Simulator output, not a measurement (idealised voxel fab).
This is a process module. Its name is voxel capacitor over wiring.
The width of the displayed cross-section, cut, is 150 nm; its cells are square, with a size of 5 nm.
Heads up, the way a cross-section reads in here is a grid of square cells, handed over as bands from the top down, with every band being one or more rows of cells.
Read a band's entry like this: the first values are the height of its top and the height of its bottom in nm, and what follows is the sequence of materials from left to right, each with its width in nm. Note that "blank" is empty space, and that a single material marked "full width" reaches across the band from edge to edge.
Ref level 0: as-received wafer is one material below here. Bottom band extends down with no lower bound ("0 nm and below").
Width: "30->40" (first number = top row, second number = bottom row, same change from row to row of cells).
The designation "no modification", where it is given for a processing step, indicates that no cell of the cross-section was altered in the course of that step.
Entry "Enclosed void entries". Content: empty spaces with no open connection to the top, size 8 cells or greater. Each: width x height at distance. Distance: from left edge. Unit: nm.
Heads up: the bit after the settings on a step's line is the simulator's remark on that step.
The optional step-line setting "overlay nm" applies to steps with a mask and quantifies how far to the right of its planned location the mask lay, a negative value indicating leftward placement.
Reading guide: pairs of cross-sections, before and after one process step; after view cut off at lowest changed band; step and settings listed under each pair. Pairs may stem from different runs of this module on the same starting wafer; continuity with the pair above only where the "Before processing" entry states it.
Before processing:
- 0 nm and below: Si full width
- Enclosed void entries: none
Post-Process Section:
- 15 nm to 0 nm: SiO2 full width
- Everything below 0 is unchanged.
- Enclosed void entries: none
Step between the cross-sections above: op CONFORMAL_DEP | material SiO2 | thk nm 15
Before processing: just use the after drawing of the pair above as your starting point.
Post-Process Section:
- 20 nm to 15 nm: SiCN full width
- Everything below 15 is unchanged.
- Enclosed void entries: none
Step between the cross-sections above: op CONFORMAL_DEP | material SiCN | thk nm 5
Before processing: just use the after drawing of the pair above as your starting point.
Post-Process Section:
- 45 nm to 20 nm: SiO2 full width
- Everything below 20 is unchanged.
- Enclosed void entries: none
Step between the cross-sections above: op DIRECTIONAL_DEP | material SiO2 | thk nm 25
Before processing: just use the after drawing of the pair above as your starting point.
Post-Process Section:
- 60 nm to 45 nm: resist (20), then blank (20), then resist (70), then blank (20), then resist (20)
- Everything below 45 is unchanged.
- Enclosed void entries: none
Step between the cross-sections above: op PATTERN | tone open | mask id METAL_1 | material resist | width nm 20 | pitch nm 90 | thk nm 15 | overlay nm 0
Before processing: just use the after drawing of the pair above as your starting point.
Post-Process Section:
- 60 nm to 45 nm: resist (20), then blank (20), then resist (70), then blank (20), then resist (20)
- 45 nm to 20 nm: SiO2 (20), then blank (20), then SiO2 (70), then blank (20), then SiO2 (20)
- Everything below 20 is unchanged.
- Enclosed void entries: none
Step between the cross-sections above: op DIRECTIONAL_ETCH | etch materials SiO2 | depth nm 25
Before processing: just use the after drawing of the pair above as your starting point.
Post-Process Section:
- 60 nm to 45 nm: resist (20), then blank (20), then resist (70), then blank (20), then resist (20)
- 45 nm to 20 nm: SiO2 (20), then blank (20), then SiO2 (70), then blank (20), then SiO2 (20)
- 20 nm to 15 nm: SiCN (20), then blank (20), then SiCN (70), then blank (20), then SiCN (20)
- Everything below 15 is unchanged.
- Enclosed void entries: none
Step between the cross-sections above: op DIRECTIONAL_ETCH | etch materials SiCN | depth nm 5
Before processing: just use the after drawing of the pair above as your starting point.
Post-Process Section:
- 45 nm to 20 nm: SiO2 (20), then blank (20), then SiO2 (70), then blank (20), then SiO2 (20)
- Everything below 20 is unchanged.
- Enclosed void entries: none
Step between the cross-sections above: op STRIP | etch materials resist
Before processing: just use the after drawing of the pair above as your starting point.
Post-Process Section:
- 50 nm to 45 nm: TiN (25), then blank (10), then TiN (80), then blank (10), then TiN (25)
- 45 nm to 20 nm: SiO2 (20), then TiN (5), then blank (10), then TiN (5), then SiO2 (70), then TiN (5), then blank (10), then TiN (5), then SiO2 (20)
- 20 nm to 15 nm: SiCN (20), then TiN (20), then SiCN (70), then TiN (20), then SiCN (20)
- Everything below 15 is unchanged.
- Enclosed void entries: none
Step between the cross-sections above: op CONFORMAL_DEP | material TiN | thk nm 5
Before processing: just use the after drawing of the pair above as your starting point.
Post-Process Section:
- 60 nm to 50 nm: W full width
- 50 nm to 45 nm: TiN (25), then W (10), then TiN (80), then W (10), then TiN (25)
- 45 nm to 20 nm: SiO2 (20), then TiN (5), then W (10), then TiN (5), then SiO2 (70), then TiN (5), then W (10), then TiN (5), then SiO2 (20)
- Everything below 20 is unchanged.
- Enclosed void entries: none
Step between the cross-sections above: op FILL_DEP | material W | thk nm 10
Before processing: just use the after drawing of the pair above as your starting point.
Post-Process Section:
- 45 nm to 20 nm: SiO2 (20), then TiN (5), then W (10), then TiN (5), then SiO2 (70), then TiN (5), then W (10), then TiN (5), then SiO2 (20)
- Everything below 20 is unchanged.
- Enclosed void entries: none
Step between the cross-sections above: op CMP | height nm 45
Before processing: just use the after drawing of the pair above as your starting point.
Post-Process Section:
- 50 nm to 45 nm: SiCN full width
- Everything below 45 is unchanged.
- Enclosed void entries: none
Step between the cross-sections above: op CONFORMAL_DEP | material SiCN | thk nm 5
Before processing: just use the after drawing of the pair above as your starting point.
Post-Process Section:
- 60 nm to 50 nm: lowk full width
- Everything below 50 is unchanged.
- Enclosed void entries: none
Step between the cross-sections above: op DIRECTIONAL_DEP | material lowk | thk nm 10
Before processing: just use the after drawing of the pair above as your starting point.
Post-Process Section:
- 60 nm to 50 nm: lowk (25), then blank (15), then lowk (110)
- Everything below 50 is unchanged.
- Enclosed void entries: none
Step between the cross-sections above: op MASKED_ETCH | tone open | mask id PLUG_1 | width nm 15 | etch materials lowk | depth nm 10 | overlay nm 0
Before processing: just use the after drawing of the pair above as your starting point.
Post-Process Section:
- 60 nm to 50 nm: lowk (25), then blank (15), then lowk (110)
- 50 nm to 45 nm: SiCN (25), then blank (15), then SiCN (110)
- Everything below 45 is unchanged.
- Enclosed void entries: none
Step between the cross-sections above: op MASKED_ETCH | tone open | mask id PLUG_1 | width nm 15 | etch materials SiCN | depth nm 5 | overlay nm 0
Before processing: just use the after drawing of the pair above as your starting point.
Post-Process Section:
- 60 nm to 55 nm: lowk (25), then blank (15), then lowk (110)
- 55 nm to 50 nm: lowk (25), then Ru (15), then lowk (110)
- 50 nm to 45 nm: SiCN (25), then Ru (15), then SiCN (110)
- Everything below 45 is unchanged.
- Enclosed void entries: none
Step between the cross-sections above: op EPI | material Ru | thk nm 10
Before processing: just use the after drawing of the pair above as your starting point.
Post-Process Section:
- 60 nm to 50 nm: lowk (25), then Ru (15), then lowk (110)
- Everything below 50 is unchanged.
- Enclosed void entries: none
Step between the cross-sections above: op EPI | material Ru | thk nm 5
Before processing: just use the after drawing of the pair above as your starting point.
Post-Process Section:
- 70 nm to 60 nm: TiN full width
- Everything below 60 is unchanged.
- Enclosed void entries: none
Step between the cross-sections above: op DIRECTIONAL_DEP | material TiN | thk nm 10
Before processing: just use the after drawing of the pair above as your starting point.
Post-Process Section:
- 75 nm to 70 nm: HfO2 full width
- Everything below 70 is unchanged.
- Enclosed void entries: none
Step between the cross-sections above: op DIRECTIONAL_DEP | material HfO2 | thk nm 5
Before processing: just use the after drawing of the pair above as your starting point.
Post-Process Section:
- 85 nm to 75 nm: TiN full width
- Everything below 75 is unchanged.
- Enclosed void entries: none
Step between the cross-sections above: op DIRECTIONAL_DEP | material TiN | thk nm 10
Before processing: just use the after drawing of the pair above as your starting point.
Post-Process Section:
- 85 nm to 75 nm: blank (25), then TiN (75), then blank (50)
- Everything below 75 is unchanged.
- Enclosed void entries: none
Step between the cross-sections above: op MASKED_ETCH | tone cover | mask id UPPER_PLATE | width nm 75 | etch materials TiN | depth nm 10 | overlay nm 0
Before processing: just use the after drawing of the pair above as your starting point.
Post-Process Section:
- 85 nm to 75 nm: blank (25), then TiN (75), then blank (50)
- 75 nm to 70 nm: blank (25), then HfO2 (75), then blank (50)
- Everything below 70 is unchanged.
- Enclosed void entries: none
Step between the cross-sections above: op MASKED_ETCH | tone cover | mask id UPPER_PLATE | width nm 75 | etch materials HfO2 | depth nm 5 | overlay nm 0
Before processing: just use the after drawing of the pair above as your starting point.
Post-Process Section:
- 100 nm to 85 nm: blank (25), then aC (75), then blank (50)
- 85 nm to 75 nm: aC (25), then TiN (75), then aC (50)
- 75 nm to 70 nm: aC (25), then HfO2 (75), then aC (50)
- Everything below 70 is unchanged.
- Enclosed void entries: none
Step between the cross-sections above: op DIRECTIONAL_DEP | material aC | thk nm 15
Before processing: just use the after drawing of the pair above as your starting point.
Post-Process Section:
- 135 nm to 100 nm: blank (20), then resist (85), then blank (45)
- 100 nm to 85 nm: blank (20), then resist (5), then aC (75), then resist (5), then blank (45)
- Everything below 85 is unchanged.
- Enclosed void entries: none
Step between the cross-sections above: op PATTERN | tone cover | mask id LOWER_PLATE | material resist | width nm 85 | thk nm 35 | overlay nm 0
Before processing: just use the after drawing of the pair above as your starting point.
Post-Process Section:
- 120 nm to 100 nm: blank (20), then resist (85), then blank (45)
- 100 nm to 85 nm: blank (20), then resist (5), then aC (75), then resist (5), then blank (45)
- 85 nm to 75 nm: blank (20), then aC (5), then TiN (75), then aC (5), then blank (45)
- 75 nm to 70 nm: blank (20), then aC (5), then HfO2 (75), then aC (5), then blank (45)
- Everything below 70 is unchanged.
- Enclosed void entries: none
Step between the cross-sections above: op DIRECTIONAL_ETCH | etch materials aC | depth nm 15
Before processing: just use the after drawing of the pair above as your starting point.
Post-Process Section:
- 100 nm to 85 nm: blank (25), then aC (75), then blank (50)
- Everything below 85 is unchanged.
- Enclosed void entries: none
Step between the cross-sections above: op STRIP | etch materials resist
Before processing: just use the after drawing of the pair above as your starting point.
Post-Process Section:
- 100 nm to 85 nm: blank (25), then aC (75), then blank (50)
- 85 nm to 75 nm: blank (20), then aC (5), then TiN (75), then aC (5), then blank (45)
- 75 nm to 70 nm: blank (20), then aC (5), then HfO2 (75), then aC (5), then blank (45)
- 70 nm to 60 nm: blank (20), then TiN (85), then blank (45)
- Everything below 60 is unchanged.
- Enclosed void entries: none
Step between the cross-sections above: op DIRECTIONAL_ETCH | etch materials TiN | depth nm 10
Before processing: just use the after drawing of the pair above as your starting point.
Post-Process Section:
- 85 nm to 75 nm: blank (25), then TiN (75), then blank (50)
- 75 nm to 70 nm: blank (25), then HfO2 (75), then blank (50)
- Everything below 70 is unchanged.
- Enclosed void entries: none
Step between the cross-sections above: op STRIP | etch materials aC
Before processing: just use the after drawing of the pair above as your starting point.
Post-Process Section:
- 105 nm to 85 nm: SiO2 full width
- 85 nm to 75 nm: SiO2 (25), then TiN (75), then SiO2 (50)
- 75 nm to 70 nm: SiO2 (25), then HfO2 (75), then SiO2 (50)
- 70 nm to 60 nm: SiO2 (20), then TiN (85), then SiO2 (45)
- Everything below 60 is unchanged.
- Enclosed void entries: none
Step between the cross-sections above: op FILL_DEP | material SiO2 | thk nm 20
Before processing: just use the after drawing of the pair above as your starting point.
Post-Process Section:
- 100 nm to 85 nm: SiO2 full width
- Everything below 85 is unchanged.
- Enclosed void entries: none
Step between the cross-sections above: op CMP | height nm 100
Before processing: just use the after drawing of the pair above as your starting point.
Post-Process Section:
- 100 nm to 85 nm: SiO2 (35), then blank (15), then SiO2 (100)
- Everything below 85 is unchanged.
- Enclosed void entries: none
Step between the cross-sections above: op MASKED_ETCH | tone open | mask id PLUG_2 | width nm 15 | etch materials SiO2 | depth nm 15 | overlay nm 0
Before processing: just use the after drawing of the pair above as your starting point.
Post-Process Section:
- 105 nm to 100 nm: TiN (40), then blank (5), then TiN (105)
- 100 nm to 90 nm: SiO2 (35), then TiN (5), then blank (5), then TiN (5), then SiO2 (100)
- 90 nm to 85 nm: SiO2 (35), then TiN (15), then SiO2 (100)
- Everything below 85 is unchanged.
- Enclosed void entries: none
Step between the cross-sections above: op CONFORMAL_DEP | material TiN | thk nm 5
Before processing: just use the after drawing of the pair above as your starting point.
Post-Process Section:
- 110 nm to 105 nm: Cu full width
- 105 nm to 100 nm: TiN (40), then Cu (5), then TiN (105)
- 100 nm to 90 nm: SiO2 (35), then TiN (5), then Cu (5), then TiN (5), then SiO2 (100)
- Everything below 90 is unchanged.
- Enclosed void entries: none
Step between the cross-sections above: op FILL_DEP | material Cu | thk nm 5
Before processing: just use the after drawing of the pair above as your starting point.
Post-Process Section:
- 100 nm to 90 nm: SiO2 (35), then TiN (5), then Cu (5), then TiN (5), then SiO2 (100)
- Everything below 90 is unchanged.
- Enclosed void entries: none
Step between the cross-sections above: op CMP | height nm 100
Before processing: just use the after drawing of the pair above as your starting point.
Post-Process Section:
- 105 nm to 100 nm: SiCN full width
- Everything below 100 is unchanged.
- Enclosed void entries: none
Step between the cross-sections above: op CONFORMAL_DEP | material SiCN | thk nm 5
Before processing:
- 70 nm to 60 nm: TiN full width
- 60 nm to 50 nm: lowk (25), then Ru (15), then lowk (110)
- 50 nm to 45 nm: SiCN (25), then Ru (15), then SiCN (110)
- 45 nm to 20 nm: SiO2 (20), then TiN (5), then W (10), then TiN (5), then SiO2 (70), then TiN (5), then W (10), then TiN (5), then SiO2 (20)
- 20 nm to 15 nm: SiCN (20), then TiN (20), then SiCN (70), then TiN (20), then SiCN (20)
- 15 nm to 0 nm: SiO2 full width
- 0 nm and below: Si full width
- Enclosed void entries: none
Post-Process Section:
- 80 nm to 60 nm: TiN full width
- Everything below 60 is unchanged.
- Enclosed void entries: none
Step between the cross-sections above: op DIRECTIONAL_DEP | material TiN | thk nm 10
Before processing: just use the after drawing of the pair above as your starting point.
Post-Process Section:
- 80 nm to 70 nm: blank (25), then TiN (75), then blank (50)
- Everything below 70 is unchanged.
- Enclosed void entries: none
Step between the cross-sections above: op MASKED_ETCH | tone cover | mask id UPPER_PLATE | width nm 75 | etch materials TiN | depth nm 10 | overlay nm 0
Before processing: just use the after drawing of the pair above as your starting point.
Post-Process Section:
- 95 nm to 85 nm: blank (25), then aC (75), then blank (50)
- 85 nm to 80 nm: aC full width
- 80 nm to 70 nm: aC (25), then TiN (75), then aC (50)
- Everything below 70 is unchanged.
- Enclosed void entries: none
Step between the cross-sections above: op DIRECTIONAL_DEP | material aC | thk nm 15
Before processing: just use the after drawing of the pair above as your starting point.
Post-Process Section:
- 130 nm to 95 nm: blank (20), then resist (85), then blank (45)
- 95 nm to 85 nm: blank (20), then resist (5), then aC (75), then resist (5), then blank (45)
- Everything below 85 is unchanged.
- Enclosed void entries: none
Step between the cross-sections above: op PATTERN | tone cover | mask id LOWER_PLATE | material resist | width nm 85 | thk nm 35 | overlay nm 0
Before processing: just use the after drawing of the pair above as your starting point.
Post-Process Section:
- 115 nm to 95 nm: blank (20), then resist (85), then blank (45)
- 95 nm to 85 nm: blank (20), then resist (5), then aC (75), then resist (5), then blank (45)
- 85 nm to 80 nm: blank (20), then aC (85), then blank (45)
- 80 nm to 70 nm: blank (20), then aC (5), then TiN (75), then aC (5), then blank (45)
- Everything below 70 is unchanged.
- Enclosed void entries: none
Step between the cross-sections above: op DIRECTIONAL_ETCH | etch materials aC | depth nm 15
Before processing: just use the after drawing of the pair above as your starting point.
Post-Process Section:
- 95 nm to 85 nm: blank (25), then aC (75), then blank (50)
- Everything below 85 is unchanged.
- Enclosed void entries: none
Step between the cross-sections above: op STRIP | etch materials resist
Before processing: just use the after drawing of the pair above as your starting point.
Post-Process Section:
- 95 nm to 85 nm: blank (25), then aC (75), then blank (50)
- 85 nm to 80 nm: blank (20), then aC (85), then blank (45)
- 80 nm to 70 nm: blank (20), then aC (5), then TiN (75), then aC (5), then blank (45)
- 70 nm to 60 nm: blank (20), then TiN (85), then blank (45)
- Everything below 60 is unchanged.
- Enclosed void entries: none
Step between the cross-sections above: op DIRECTIONAL_ETCH | etch materials TiN | depth nm 10
Before processing: just use the after drawing of the pair above as your starting point.
Post-Process Section:
- 80 nm to 70 nm: blank (25), then TiN (75), then blank (50)
- Everything below 70 is unchanged.
- Enclosed void entries: none
Step between the cross-sections above: op STRIP | etch materials aC
Before processing: just use the after drawing of the pair above as your starting point.
Post-Process Section:
- 100 nm to 80 nm: SiO2 full width
- 80 nm to 70 nm: SiO2 (25), then TiN (75), then SiO2 (50)
- 70 nm to 60 nm: SiO2 (20), then TiN (85), then SiO2 (45)
- Everything below 60 is unchanged.
- Enclosed void entries: none
Step between the cross-sections above: op FILL_DEP | material SiO2 | thk nm 20
Before processing: just use the after drawing of the pair above as your starting point.
Post-Process Section:
- 100 nm to 85 nm: SiO2 (35), then blank (15), then SiO2 (100)
- Everything below 85 is unchanged.
- Enclosed void entries: none
Step between the cross-sections above: op MASKED_ETCH | tone open | mask id PLUG_2 | width nm 15 | etch materials SiO2 | depth nm 15 | overlay nm 0
Before processing: just use the after drawing of the pair above as your starting point.
Post-Process Section:
- 105 nm to 100 nm: TiN (40), then blank (5), then TiN (105)
- 100 nm to 90 nm: SiO2 (35), then TiN (5), then blank (5), then TiN (5), then SiO2 (100)
- 90 nm to 85 nm: SiO2 (35), then TiN (15), then SiO2 (100)
- Everything below 85 is unchanged.
- Enclosed void entries: none
Step between the cross-sections above: op CONFORMAL_DEP | material TiN | thk nm 5
Before processing: just use the after drawing of the pair above as your starting point.
Post-Process Section:
- 110 nm to 105 nm: Cu full width
- 105 nm to 100 nm: TiN (40), then Cu (5), then TiN (105)
- 100 nm to 90 nm: SiO2 (35), then TiN (5), then Cu (5), then TiN (5), then SiO2 (100)
- Everything below 90 is unchanged.
- Enclosed void entries: none
Step between the cross-sections above: op FILL_DEP | material Cu | thk nm 5
Before processing: just use the after drawing of the pair above as your starting point.
Post-Process Section:
- 100 nm to 90 nm: SiO2 (35), then TiN (5), then Cu (5), then TiN (5), then SiO2 (100)
- Everything below 90 is unchanged.
- Enclosed void entries: none
Step between the cross-sections above: op CMP | height nm 100
Before processing: just use the after drawing of the pair above as your starting point.
Post-Process Section:
- 105 nm to 100 nm: SiCN full width
- Everything below 100 is unchanged.
- Enclosed void entries: none
Step between the cross-sections above: op CONFORMAL_DEP | material SiCN | thk nm 5
Before processing:
- 15 nm to 0 nm: SiO2 full width
- 0 nm and below: Si full width
- Enclosed void entries: none
Post-Process Section:
- 30 nm to 0 nm: SiO2 full width
- Everything below 0 is unchanged.
- Enclosed void entries: none
Step between the cross-sections above: op CONFORMAL_DEP | material SiO2 | thk nm 15
Before processing: just use the after drawing of the pair above as your starting point.
Post-Process Section:
- 35 nm to 30 nm: SiCN full width
- Everything below 30 is unchanged.
- Enclosed void entries: none
Step between the cross-sections above: op CONFORMAL_DEP | material SiCN | thk nm 5
Before processing: just use the after drawing of the pair above as your starting point.
Post-Process Section:
- 60 nm to 35 nm: SiO2 full width
- Everything below 35 is unchanged.
- Enclosed void entries: none
Step between the cross-sections above: op DIRECTIONAL_DEP | material SiO2 | thk nm 25
Before processing: just use the after drawing of the pair above as your starting point.
Post-Process Section:
- 75 nm to 60 nm: resist (20), then blank (20), then resist (70), then blank (20), then resist (20)
- Everything below 60 is unchanged.
- Enclosed void entries: none
Step between the cross-sections above: op PATTERN | tone open | mask id METAL_1 | material resist | width nm 20 | pitch nm 90 | thk nm 15 | overlay nm 0
Before processing: just use the after drawing of the pair above as your starting point.
Post-Process Section:
- 75 nm to 60 nm: resist (20), then blank (20), then resist (70), then blank (20), then resist (20)
- 60 nm to 35 nm: SiO2 (20), then blank (20), then SiO2 (70), then blank (20), then SiO2 (20)
- Everything below 35 is unchanged.
- Enclosed void entries: none
Step between the cross-sections above: op DIRECTIONAL_ETCH | etch materials SiO2 | depth nm 25
Before processing: just use the after drawing of the pair above as your starting point.
Post-Process Section:
- 75 nm to 60 nm: resist (20), then blank (20), then resist (70), then blank (20), then resist (20)
- 60 nm to 35 nm: SiO2 (20), then blank (20), then SiO2 (70), then blank (20), then SiO2 (20)
- 35 nm to 30 nm: SiCN (20), then blank (20), then SiCN (70), then blank (20), then SiCN (20)
- Everything below 30 is unchanged.
- Enclosed void entries: none
Step between the cross-sections above: op DIRECTIONAL_ETCH | etch materials SiCN | depth nm 5
Before processing: just use the after drawing of the pair above as your starting point.
Post-Process Section:
- 60 nm to 35 nm: SiO2 (20), then blank (20), then SiO2 (70), then blank (20), then SiO2 (20)
- Everything below 35 is unchanged.
- Enclosed void entries: none
Step between the cross-sections above: op STRIP | etch materials resist
Before processing: just use the after drawing of the pair above as your starting point.
Post-Process Section:
- 65 nm to 60 nm: TiN (25), then blank (10), then TiN (80), then blank (10), then TiN (25)
- 60 nm to 35 nm: SiO2 (20), then TiN (5), then blank (10), then TiN (5), then SiO2 (70), then TiN (5), then blank (10), then TiN (5), then SiO2 (20)
- 35 nm to 30 nm: SiCN (20), then TiN (20), then SiCN (70), then TiN (20), then SiCN (20)
- Everything below 30 is unchanged.
- Enclosed void entries: none
Step between the cross-sections above: op CONFORMAL_DEP | material TiN | thk nm 5
Before processing: just use the after drawing of the pair above as your starting point.
Post-Process Section:
- 75 nm to 65 nm: W full width
- 65 nm to 60 nm: TiN (25), then W (10), then TiN (80), then W (10), then TiN (25)
- 60 nm to 35 nm: SiO2 (20), then TiN (5), then W (10), then TiN (5), then SiO2 (70), then TiN (5), then W (10), then TiN (5), then SiO2 (20)
- Everything below 35 is unchanged.
- Enclosed void entries: none
Step between the cross-sections above: op FILL_DEP | material W | thk nm 10
Before processing: just use the after drawing of the pair above as your starting point.
Post-Process Section:
- 45 nm to 35 nm: SiO2 (20), then TiN (5), then W (10), then TiN (5), then SiO2 (70), then TiN (5), then W (10), then TiN (5), then SiO2 (20)
- Everything below 35 is unchanged.
- Enclosed void entries: none
Step between the cross-sections above: op CMP | height nm 45
Before processing: just use the after drawing of the pair above as your starting point.
Post-Process Section:
- 50 nm to 45 nm: SiCN full width
- Everything below 45 is unchanged.
- Enclosed void entries: none
Step between the cross-sections above: op CONFORMAL_DEP | material SiCN | thk nm 5
Before processing: just use the after drawing of the pair above as your starting point.
Post-Process Section:
- 60 nm to 50 nm: lowk full width
- Everything below 50 is unchanged.
- Enclosed void entries: none
Step between the cross-sections above: op DIRECTIONAL_DEP | material lowk | thk nm 10
Before processing: just use the after drawing of the pair above as your starting point.
Post-Process Section:
- 60 nm to 50 nm: lowk (25), then blank (15), then lowk (110)
- Everything below 50 is unchanged.
- Enclosed void entries: none
Step between the cross-sections above: op MASKED_ETCH | tone open | mask id PLUG_1 | width nm 15 | etch materials lowk | depth nm 10 | overlay nm 0
Before processing: just use the after drawing of the pair above as your starting point.
Post-Process Section:
- 60 nm to 50 nm: lowk (25), then blank (15), then lowk (110)
- 50 nm to 45 nm: SiCN (25), then blank (15), then SiCN (110)
- Everything below 45 is unchanged.
- Enclosed void entries: none
Step between the cross-sections above: op MASKED_ETCH | tone open | mask id PLUG_1 | width nm 15 | etch materials SiCN | depth nm 5 | overlay nm 0
Before processing: just use the after drawing of the pair above as your starting point.
Post-Process Section:
- 60 nm to 55 nm: lowk (25), then blank (15), then lowk (110)
- 55 nm to 50 nm: lowk (25), then Ru (15), then lowk (110)
- 50 nm to 45 nm: SiCN (25), then Ru (15), then SiCN (110)
- Everything below 45 is unchanged.
- Enclosed void entries: none
Step between the cross-sections above: op EPI | material Ru | thk nm 10
Before processing: just use the after drawing of the pair above as your starting point.
Post-Process Section:
- 60 nm to 50 nm: lowk (25), then Ru (15), then lowk (110)
- Everything below 50 is unchanged.
- Enclosed void entries: none
Step between the cross-sections above: op EPI | material Ru | thk nm 5
Before processing: just use the after drawing of the pair above as your starting point.
Post-Process Section:
- 70 nm to 60 nm: TiN full width
- Everything below 60 is unchanged.
- Enclosed void entries: none
Step between the cross-sections above: op DIRECTIONAL_DEP | material TiN | thk nm 10
Before processing: just use the after drawing of the pair above as your starting point.
Post-Process Section:
- 75 nm to 70 nm: HfO2 full width
- Everything below 70 is unchanged.
- Enclosed void entries: none
Step between the cross-sections above: op DIRECTIONAL_DEP | material HfO2 | thk nm 5
Before processing: just use the after drawing of the pair above as your starting point.
Post-Process Section:
- 85 nm to 75 nm: TiN full width
- Everything below 75 is unchanged.
- Enclosed void entries: none
Step between the cross-sections above: op DIRECTIONAL_DEP | material TiN | thk nm 10
Before processing: just use the after drawing of the pair above as your starting point.
Post-Process Section:
- 85 nm to 75 nm: blank (25), then TiN (75), then blank (50)
- Everything below 75 is unchanged.
- Enclosed void entries: none
Step between the cross-sections above: op MASKED_ETCH | tone cover | mask id UPPER_PLATE | width nm 75 | etch materials TiN | depth nm 10 | overlay nm 0
Before processing: just use the after drawing of the pair above as your starting point.
Post-Process Section:
- 85 nm to 75 nm: blank (25), then TiN (75), then blank (50)
- 75 nm to 70 nm: blank (25), then HfO2 (75), then blank (50)
- Everything below 70 is unchanged.
- Enclosed void entries: none
Step between the cross-sections above: op MASKED_ETCH | tone cover | mask id UPPER_PLATE | width nm 75 | etch materials HfO2 | depth nm 5 | overlay nm 0
Before processing: just use the after drawing of the pair above as your starting point.
Post-Process Section:
- 100 nm to 85 nm: blank (25), then aC (75), then blank (50)
- 85 nm to 75 nm: aC (25), then TiN (75), then aC (50)
- 75 nm to 70 nm: aC (25), then HfO2 (75), then aC (50)
- Everything below 70 is unchanged.
- Enclosed void entries: none
Step between the cross-sections above: op DIRECTIONAL_DEP | material aC | thk nm 15
Before processing: just use the after drawing of the pair above as your starting point.
Post-Process Section:
- 135 nm to 100 nm: blank (20), then resist (85), then blank (45)
- 100 nm to 85 nm: blank (20), then resist (5), then aC (75), then resist (5), then blank (45)
- Everything below 85 is unchanged.
- Enclosed void entries: none
Step between the cross-sections above: op PATTERN | tone cover | mask id LOWER_PLATE | material resist | width nm 85 | thk nm 35 | overlay nm 0
Before processing: just use the after drawing of the pair above as your starting point.
Post-Process Section:
- 120 nm to 100 nm: blank (20), then resist (85), then blank (45)
- 100 nm to 85 nm: blank (20), then resist (5), then aC (75), then resist (5), then blank (45)
- 85 nm to 75 nm: blank (20), then aC (5), then TiN (75), then aC (5), then blank (45)
- 75 nm to 70 nm: blank (20), then aC (5), then HfO2 (75), then aC (5), then blank (45)
- Everything below 70 is unchanged.
- Enclosed void entries: none
Step between the cross-sections above: op DIRECTIONAL_ETCH | etch materials aC | depth nm 15
Before processing: just use the after drawing of the pair above as your starting point.
Post-Process Section:
- 100 nm to 85 nm: blank (25), then aC (75), then blank (50)
- Everything below 85 is unchanged.
- Enclosed void entries: none
Step between the cross-sections above: op STRIP | etch materials resist
Before processing: just use the after drawing of the pair above as your starting point.
Post-Process Section:
- 100 nm to 85 nm: blank (25), then aC (75), then blank (50)
- 85 nm to 75 nm: blank (20), then aC (5), then TiN (75), then aC (5), then blank (45)
- 75 nm to 70 nm: blank (20), then aC (5), then HfO2 (75), then aC (5), then blank (45)
- 70 nm to 60 nm: blank (20), then TiN (85), then blank (45)
- Everything below 60 is unchanged.
- Enclosed void entries: none
Step between the cross-sections above: op DIRECTIONAL_ETCH | etch materials TiN | depth nm 10
Before processing: just use the after drawing of the pair above as your starting point.
Post-Process Section:
- 85 nm to 75 nm: blank (25), then TiN (75), then blank (50)
- 75 nm to 70 nm: blank (25), then HfO2 (75), then blank (50)
- Everything below 70 is unchanged.
- Enclosed void entries: none
Step between the cross-sections above: op STRIP | etch materials aC
Before processing: just use the after drawing of the pair above as your starting point.
Post-Process Section:
- 105 nm to 85 nm: SiO2 full width
- 85 nm to 75 nm: SiO2 (25), then TiN (75), then SiO2 (50)
- 75 nm to 70 nm: SiO2 (25), then HfO2 (75), then SiO2 (50)
- 70 nm to 60 nm: SiO2 (20), then TiN (85), then SiO2 (45)
- Everything below 60 is unchanged.
- Enclosed void entries: none
Step between the cross-sections above: op FILL_DEP | material SiO2 | thk nm 20
Before processing: just use the after drawing of the pair above as your starting point.
Post-Process Section:
- 100 nm to 85 nm: SiO2 full width
- Everything below 85 is unchanged.
- Enclosed void entries: none
Step between the cross-sections above: op CMP | height nm 100
Before processing: just use the after drawing of the pair above as your starting point.
Post-Process Section:
- 100 nm to 85 nm: SiO2 (35), then blank (15), then SiO2 (100)
- Everything below 85 is unchanged.
- Enclosed void entries: none
Step between the cross-sections above: op MASKED_ETCH | tone open | mask id PLUG_2 | width nm 15 | etch materials SiO2 | depth nm 15 | overlay nm 0
Before processing: just use the after drawing of the pair above as your starting point.
Post-Process Section:
- 105 nm to 100 nm: TiN (40), then blank (5), then TiN (105)
- 100 nm to 90 nm: SiO2 (35), then TiN (5), then blank (5), then TiN (5), then SiO2 (100)
- 90 nm to 85 nm: SiO2 (35), then TiN (15), then SiO2 (100)
- Everything below 85 is unchanged.
- Enclosed void entries: none
Step between the cross-sections above: op CONFORMAL_DEP | material TiN | thk nm 5
Before processing: just use the after drawing of the pair above as your starting point.
Post-Process Section:
- 110 nm to 105 nm: Cu full width
- 105 nm to 100 nm: TiN (40), then Cu (5), then TiN (105)
- 100 nm to 90 nm: SiO2 (35), then TiN (5), then Cu (5), then TiN (5), then SiO2 (100)
- Everything below 90 is unchanged.
- Enclosed void entries: none
Step between the cross-sections above: op FILL_DEP | material Cu | thk nm 5
Before processing: just use the after drawing of the pair above as your starting point.
Post-Process Section:
- 100 nm to 90 nm: SiO2 (35), then TiN (5), then Cu (5), then TiN (5), then SiO2 (100)
- Everything below 90 is unchanged.
- Enclosed void entries: none
Step between the cross-sections above: op CMP | height nm 100
Before processing: just use the after drawing of the pair above as your starting point.
Post-Process Section:
- 105 nm to 100 nm: SiCN full width
- Everything below 100 is unchanged.
- Enclosed void entries: none
Step between the cross-sections above: op CONFORMAL_DEP | material SiCN | thk nm 5
Before processing:
- 45 nm to 20 nm: SiO2 (20), then TiN (5), then W (10), then TiN (5), then SiO2 (70), then TiN (5), then W (10), then TiN (5), then SiO2 (20)
- 20 nm to 15 nm: SiCN (20), then TiN (20), then SiCN (70), then TiN (20), then SiCN (20)
- 15 nm to 0 nm: SiO2 full width
- 0 nm and below: Si full width
- Enclosed void entries: none
Post-Process Section:
- 55 nm to 45 nm: lowk full width
- Everything below 45 is unchanged.
- Enclosed void entries: none
Step between the cross-sections above: op DIRECTIONAL_DEP | material lowk | thk nm 10
Before processing: just use the after drawing of the pair above as your starting point.
Post-Process Section:
- 60 nm to 55 nm: SiCN full width
- Everything below 55 is unchanged.
- Enclosed void entries: none
Step between the cross-sections above: op CONFORMAL_DEP | material SiCN | thk nm 5
Before processing: just use the after drawing of the pair above as your starting point.
Post-Process Section:
- 60 nm to 55 nm: SiCN (25), then blank (15), then SiCN (110)
- Everything below 55 is unchanged.
- Enclosed void entries: none
Step between the cross-sections above: op MASKED_ETCH | tone open | mask id PLUG_1 | width nm 15 | etch materials SiCN | depth nm 5 | overlay nm 0
